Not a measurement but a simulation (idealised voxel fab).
The name of this process module is voxel transistor to metal.
185 nm wide, 5 nm square cells: that's cross-section cut.
Cross-section spec: square-cell grid; bands listed top down; each band is one or more rows. A band entry consists of two parts. The first gives the height of the band's top and the height of its bottom, in nm. The rest lists the band's materials from left to right, each with its width in nm. A single material labelled with the word "full width" fills the band from edge to edge, and the word "blank" marks empty space. Basically, 0 is our baseline, since under it the wafer straight out of the box is all one material. The bottom band has no lower end and keeps on going down, so it looks like "0 and below". Note: "30..40" means the width goes from the first number (top row of the band) to the second number (bottom row) in equal steps per row of cells. "no modifications" means the step left every cell of the cross-section as it was. In "Listed closed voids" the enclosed voids are listed, meaning empty spaces of 8 cells or larger without any opening to the top. The form is width x height at distance, distance from the left edge, units nm. What comes after the settings on a step's line is commentary from the simulator itself on that step. "overlay nm" denotes, for a step that has a mask, the displacement of the mask to the right of its planned place, with negative values corresponding to the left.

## The process steps that were planned are listed below
1: op RECEIVE | material Si
2: op OXIDIZE | depth nm 5
3: op CONFORMAL_DEP | material SiN | thk nm 15
4: op MASKED_ETCH | tone cover | mask id ACTIVE | width nm 130 | etch materials SiN | depth nm 15 | overlay nm 0
5: op MASKED_ETCH | tone cover | mask id ACTIVE | width nm 130 | etch materials SiO2 | depth nm 5 | overlay nm 0
6: op MASKED_ETCH | tone cover | mask id ACTIVE | width nm 130 | etch materials Si | depth nm 35 | overlay nm 0
7: op FILL_DEP | material SiO2 | thk nm 10
8: op CMP | height nm 15
9: op SELECTIVE_ETCH | etch materials SiO2 | depth nm 10
10: op STRIP | etch materials SiN
11: op SELECTIVE_ETCH | etch materials SiO2 | depth nm 5
12: op OXIDIZE | depth nm 5
13: op DIRECTIONAL_DEP | material polySi | thk nm 25
14: op DIRECTIONAL_DEP | material SiCN | thk nm 10
15: op DIRECTIONAL_DEP | material aC | thk nm 15
16: op PATTERN | tone cover | mask id GATE | material resist | width nm 30 | thk nm 30 | overlay nm 0
17: op DIRECTIONAL_ETCH | etch materials aC | depth nm 15
18: op STRIP | etch materials resist
19: op DIRECTIONAL_ETCH | etch materials SiCN | depth nm 20
20: op DIRECTIONAL_ETCH | etch materials polySi | depth nm 35
21: op STRIP | etch materials aC
22: op CONFORMAL_DEP | material SiO2 | thk nm 5
23: op DIRECTIONAL_ETCH | etch materials SiO2 | depth nm 5
24: op CONFORMAL_DEP | material SiN | thk nm 10
25: op DIRECTIONAL_ETCH | etch materials SiN | depth nm 10
26: op DIRECTIONAL_ETCH | etch materials SiO2 | depth nm 5
27: op DIRECTIONAL_ETCH | etch materials Si | depth nm 5
28: op EPI | material pSi | thk nm 5
29: op FILL_DEP | material SiO2 | thk nm 10
30: op CMP | height nm 20
31: op STRIP | etch materials polySi
32: op SELECTIVE_ETCH | etch materials SiO2 | depth nm 5
33: op CONFORMAL_DEP | material HfO2 | thk nm 5
34: op CONFORMAL_DEP | material TiN | thk nm 5
35: op FILL_DEP | material W | thk nm 5
36: op CMP | height nm 15
37: op DIRECTIONAL_DEP | material SiO2 | thk nm 10
38: op PATTERN | tone open | mask id CONTACT | material resist | width nm 20 | pitch nm 90 | thk nm 20 | overlay nm 0
39: op DIRECTIONAL_ETCH | etch materials SiO2 | depth nm 35
40: op STRIP | etch materials resist
41: op CONFORMAL_DEP | material TiN | thk nm 5
42: op FILL_DEP | material Ru | thk nm 5
43: op CMP | height nm 25
44: op DIRECTIONAL_DEP | material TiN | thk nm 5
45: op DIRECTIONAL_DEP | material Ru | thk nm 20
46: op MASKED_ETCH | tone cover | mask id METAL_1 | width nm 20 | pitch nm 90 | etch materials Ru | depth nm 20 | overlay nm 0
47: op MASKED_ETCH | tone cover | mask id METAL_1 | width nm 20 | pitch nm 90 | etch materials TiN | depth nm 5 | overlay nm 0
48: op FILL_DEP | material SiO2 | thk nm 5
49: op CMP | height nm 50
50: op CONFORMAL_DEP | material SiN | thk nm 5

## Cross-section: wafer on arrival = after step 1
0 and below | Si full width
Listed closed voids: none

## End-of-module cross-section of the first of two wafers, processed as planned
55 down to 50 | SiN full width
50 down to 30 | SiO2 (35); Ru (20); SiO2 (70); Ru (20); SiO2 (40)
30 down to 25 | SiO2 (35); TiN (20); SiO2 (70); TiN (20); SiO2 (40)
25 down to 15 | SiO2 (35); TiN (5); Ru (10); TiN (5); SiO2 (70); TiN (5); Ru (10); TiN (5); SiO2 (40)
15 down to 0 | SiO2 (35); TiN (5); Ru (10); TiN (5); SiO2 (5); SiN (10); HfO2 (5); TiN (5); W (20); TiN (5); HfO2 (5); SiN (10); SiO2 (5); TiN (5); Ru (10); TiN (5); SiO2 (40)
0 down to -5 | SiO2 (25); SiN (10); TiN (10); Ru (5); TiN (5); SiO2 (5); SiN (10); HfO2 (5); TiN (30); HfO2 (5); SiN (10); SiO2 (5); TiN (5); Ru (5); TiN (10); SiN (10); SiO2 (30)
-5 down to -10 | SiO2 (35); pSi (5); TiN (15); pSi (5); SiO2 (10); HfO2 (40); SiO2 (10); pSi (5); TiN (15); pSi (5); SiO2 (40)
-10 down to -15 | SiO2 (25); Si (10); pSi (25); Si (60); pSi (25); Si (10); SiO2 (30)
-15 down to -40 | SiO2 (25); Si (130); SiO2 (30)
-40 and below | Si full width
Listed closed voids: none

## Here is the second of the two wafers cut open at the end of the module - same start, same plan as the first one, but we made one mistake running it
55 down to 50 | SiN full width
50 down to 30 | SiO2 (35); Ru (20); SiO2 (70); Ru (20); SiO2 (40)
30 down to 25 | SiO2 (35); TiN (20); SiO2 (70); TiN (20); SiO2 (40)
25 down to 15 | SiO2 (35); TiN (5); Ru (10); TiN (5); SiO2 (70); TiN (5); Ru (10); TiN (5); SiO2 (40)
15 down to 0 | SiO2 (35); TiN (5); Ru (10); TiN (5); SiO2 (5); SiN (10); HfO2 (5); TiN (5); W (20); TiN (5); HfO2 (5); SiN (10); SiO2 (5); TiN (5); Ru (10); TiN (5); SiO2 (40)
0 down to -5 | SiO2 (25); SiN (10); TiN (10); Ru (5); TiN (5); SiO2 (5); SiN (10); HfO2 (5); TiN (30); HfO2 (5); SiN (10); SiO2 (5); TiN (5); Ru (5); TiN (10); SiN (10); SiO2 (30)
-5 down to -10 | SiO2 (35); pSi (5); TiN (15); pSi (5); SiO2 (10); HfO2 (40); SiO2 (10); pSi (5); TiN (15); pSi (5); SiO2 (40)
-10 down to -15 | SiO2 (25); Si (10); pSi (25); Si (60); pSi (25); Si (10); SiO2 (30)
-15 down to -75 | SiO2 (25); Si (130); SiO2 (30)
-75 and below | Si full width
Listed closed voids: none
Heads up, the wafer didn't run the way we planned it: step 6 of the plan saw execution twice
Materials where the second wafer ends with more or fewer cells than the first: Si -77 | SiO2 +77
